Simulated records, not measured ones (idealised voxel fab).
Module name: voxel transistor to metal (process module)
Cross-sectional view cut (width: 205 nm; square cell size: 5 nm).
A cross-section is a grid of square cells, given in bands from the top down. A band is one or more rows of cells.
For a band, the entry starts with two heights in nm, that of the top and then that of the bottom, and carries on with the band's materials in order from left to right, each alongside its width in nm; the word "throughout" beside a single material means it fills the band edge to edge, and "air" means empty space.
Height datum 0, below which the as-received substrate wafer is one material. Lowest band open at the bottom, running downward: "from 0 down".
So if you see something like "30 to 40" for the width, read it as the top row of the band sitting at the first number and the bottom row at the second, with every row in between moving by the same amount as the last.
No cell of the cross-section changed in a step that is given as "nothing altered".
Encapsulated voids: empty space of 8 cells or more with no open way to the top, each as width x height at its distance from the left edge, in nm
Where a step's line continues beyond its settings, the continuation is a remark by the simulator itself on that step.
The "overlay nm" setting may appear on a step's line; for a step that uses a mask, it gives how far to the right of its planned position the mask lay, and a negative value indicates the left.

Set out below are the planned steps of the process
- 1: RECEIVE: material Si
- 2: CONFORMAL_DEP: material SiO2, thk nm 5
- 3: CONFORMAL_DEP: material SiN, thk nm 15
- 4: MASKED_ETCH: tone cover, mask id ACTIVE, width nm 115, etch materials SiN, depth nm 15, overlay nm 0
- 5: MASKED_ETCH: tone cover, mask id ACTIVE, width nm 115, etch materials SiO2, depth nm 5, overlay nm 0
- 6: MASKED_ETCH: tone cover, mask id ACTIVE, width nm 115, etch materials Si, depth nm 30, overlay nm 0
- 7: OXIDIZE: depth nm 5
- 8: FILL_DEP: material SiO2, thk nm 15
- 9: CMP: height nm 20
- 10: SELECTIVE_ETCH: etch materials SiO2, depth nm 5
- 11: STRIP: etch materials SiN
- 12: SELECTIVE_ETCH: etch materials SiO2, depth nm 5
- 13: OXIDIZE: depth nm 5
- 14: DIRECTIONAL_DEP: material polySi, thk nm 30
- 15: DIRECTIONAL_DEP: material SiCN, thk nm 10
- 16: MASKED_ETCH: tone cover, mask id GATE, width nm 25, etch materials SiCN, depth nm 20, overlay nm 0
- 17: MASKED_ETCH: tone cover, mask id GATE, width nm 25, etch materials polySi, depth nm 40, overlay nm 0
- 18: CONFORMAL_DEP: material SiN, thk nm 10
- 19: DIRECTIONAL_ETCH: etch materials SiN, depth nm 10
- 20: DIRECTIONAL_ETCH: etch materials SiO2, depth nm 5
- 21: DIRECTIONAL_ETCH: etch materials Si, depth nm 5
- 22: EPI: material SiGe, thk nm 5
- 23: FILL_DEP: material SiO2, thk nm 5
- 24: CMP: height nm 40
- 25: DIRECTIONAL_DEP: material SiO2, thk nm 15
- 26: DIRECTIONAL_DEP: material aC, thk nm 10
- 27: PATTERN: tone open, mask id CONTACT, material resist, width nm 20, pitch nm 85, thk nm 30, overlay nm 0
- 28: DIRECTIONAL_ETCH: etch materials aC, depth nm 10
- 29: STRIP: etch materials resist
- 30: DIRECTIONAL_ETCH: etch materials SiO2, depth nm 60
- 31: STRIP: etch materials aC
- 32: CONFORMAL_DEP: material TiN, thk nm 5
- 33: FILL_DEP: material W, thk nm 5
- 34: CMP: height nm 55
- 35: DIRECTIONAL_DEP: material TiN, thk nm 5
- 36: DIRECTIONAL_DEP: material W, thk nm 25
- 37: MASKED_ETCH: tone cover, mask id METAL_1, width nm 20, pitch nm 85, etch materials W, depth nm 25, overlay nm 0
- 38: MASKED_ETCH: tone cover, mask id METAL_1, width nm 20, pitch nm 85, etch materials TiN, depth nm 5, overlay nm 0
- 39: FILL_DEP: material lowk, thk nm 10
- 40: CMP: height nm 85
- 41: CONFORMAL_DEP: material SiCN, thk nm 5
- 42: DIRECTIONAL_DEP: material SiO2, thk nm 25
- 43: DIRECTIONAL_DEP: material aC, thk nm 15
- 44: PATTERN: tone open, mask id METAL_2, material resist, width nm 20, pitch nm 85, thk nm 30, overlay nm 0
- 45: DIRECTIONAL_ETCH: etch materials aC, depth nm 15
- 46: STRIP: etch materials resist
- 47: DIRECTIONAL_ETCH: etch materials SiO2, depth nm 15
- 48: STRIP: etch materials aC
- 49: DIRECTIONAL_DEP: material aC, thk nm 15
- 50: PATTERN: tone open, mask id METAL_2_HOLES, material resist, width nm 15, pitch nm 85, thk nm 30, overlay nm 0
- 51: DIRECTIONAL_ETCH: etch materials aC, depth nm 15
- 52: STRIP: etch materials resist
- 53: DIRECTIONAL_ETCH: etch materials SiO2, depth nm 10
- 54: DIRECTIONAL_ETCH: etch materials SiCN, depth nm 5
- 55: STRIP: etch materials aC
- 56: CONFORMAL_DEP: material TiN, thk nm 5
- 57: FILL_DEP: material Ru, thk nm 10
- 58: CMP: height nm 115
- 59: CONFORMAL_DEP: material SiCN, thk nm 5

Incoming wafer, cross-sectional view, post step 1
from 0 down  Si throughout
Encapsulated voids: none

First of two wafers at the end of the module, shown in cross-section; run carried out as planned
from 120 to 115  SiCN throughout
from 115 to 105  SiO2=50, TiN=5, Ru=10, TiN=5, SiO2=65, TiN=5, Ru=10, TiN=5, SiO2=50
from 105 to 100  SiO2=50, TiN=5, Ru=5, TiN=10, SiO2=65, TiN=5, Ru=5, TiN=10, SiO2=50
from 100 to 90  SiO2=50, TiN=5, Ru=5, TiN=5, SiO2=70, TiN=5, Ru=5, TiN=5, SiO2=55
from 90 to 85  SiCN=50, TiN=15, SiCN=70, TiN=15, SiCN=55
from 85 to 60  lowk=50, W=20, lowk=65, W=20, lowk=50
from 60 to 55  lowk=50, TiN=20, lowk=65, TiN=20, lowk=50
from 55 to 40  SiO2=50, TiN=5, W=10, TiN=5, SiO2=65, TiN=5, W=10, TiN=5, SiO2=50
from 40 to 30  SiO2=50, TiN=5, W=10, TiN=5, SiO2=10, SiN=10, SiCN=25, SiN=10, SiO2=10, TiN=5, W=10, TiN=5, SiO2=50
from 30 to 10  SiO2=50, TiN=5, W=10, TiN=5, SiO2=10, SiN=10, polySi=25, SiN=10, SiO2=10, TiN=5, W=10, TiN=5, SiO2=50
from 10 to 0  SiO2=40, SiN=10, TiN=5, W=10, TiN=5, SiO2=10, SiN=10, polySi=25, SiN=10, SiO2=10, TiN=5, W=10, TiN=5, SiN=10, SiO2=40
from 0 to -5  SiO2=50, TiN=20, SiO2=5, SiGe=5, SiO2=45, SiGe=5, SiO2=5, TiN=20, SiO2=50
from -5 to -10  SiO2=50, SiGe=30, Si=45, SiGe=30, SiO2=50
from -10 to -35  SiO2=50, Si=105, SiO2=50
from -35 down  Si throughout
Encapsulated voids: none

What the second wafer looks like in cross-section once the module is done. Its start and its plan matched the first wafer's exactly; what differed was one mistake in how it was run
from 120 to 115  SiCN throughout
from 115 to 105  SiO2=50, TiN=5, Ru=10, TiN=5, SiO2=65, TiN=5, Ru=10, TiN=5, SiO2=50
from 105 to 100  SiO2=50, TiN=5, Ru=5, TiN=10, SiO2=65, TiN=5, Ru=5, TiN=10, SiO2=50
from 100 to 90  SiO2=50, TiN=5, Ru=5, TiN=5, SiO2=70, TiN=5, Ru=5, TiN=5, SiO2=55
from 90 to 85  SiCN=50, TiN=15, SiCN=70, TiN=15, SiCN=55
from 85 to 60  lowk=50, W=20, lowk=65, W=20, lowk=50
from 60 to 55  lowk=50, TiN=30, lowk=55, TiN=30, lowk=40
from 55 to 40  SiO2=50, TiN=5, W=10, TiN=5, SiO2=65, TiN=5, W=10, TiN=5, SiO2=50
from 40 to 30  SiO2=50, TiN=5, W=10, TiN=5, SiO2=10, SiN=10, SiCN=25, SiN=10, SiO2=10, TiN=5, W=10, TiN=5, SiO2=50
from 30 to 10  SiO2=50, TiN=5, W=10, TiN=5, SiO2=10, SiN=10, polySi=25, SiN=10, SiO2=10, TiN=5, W=10, TiN=5, SiO2=50
from 10 to 0  SiO2=40, SiN=10, TiN=5, W=10, TiN=5, SiO2=10, SiN=10, polySi=25, SiN=10, SiO2=10, TiN=5, W=10, TiN=5, SiN=10, SiO2=40
from 0 to -5  SiO2=50, TiN=20, SiO2=5, SiGe=5, SiO2=45, SiGe=5, SiO2=5, TiN=20, SiO2=50
from -5 to -10  SiO2=50, SiGe=30, Si=45, SiGe=30, SiO2=50
from -10 to -35  SiO2=50, Si=105, SiO2=50
from -35 down  Si throughout
Encapsulated voids: none
What was done differently from what was planned? step 38 changed vs plan, executed as MASKED_ETCH: tone cover, mask id METAL_1, width nm 20, pitch nm 85, etch materials TiN, depth nm 5, overlay nm 10
Wafer comparison, final, in cells, second relative to first, materials more or fewer: TiN +4, lowk -4
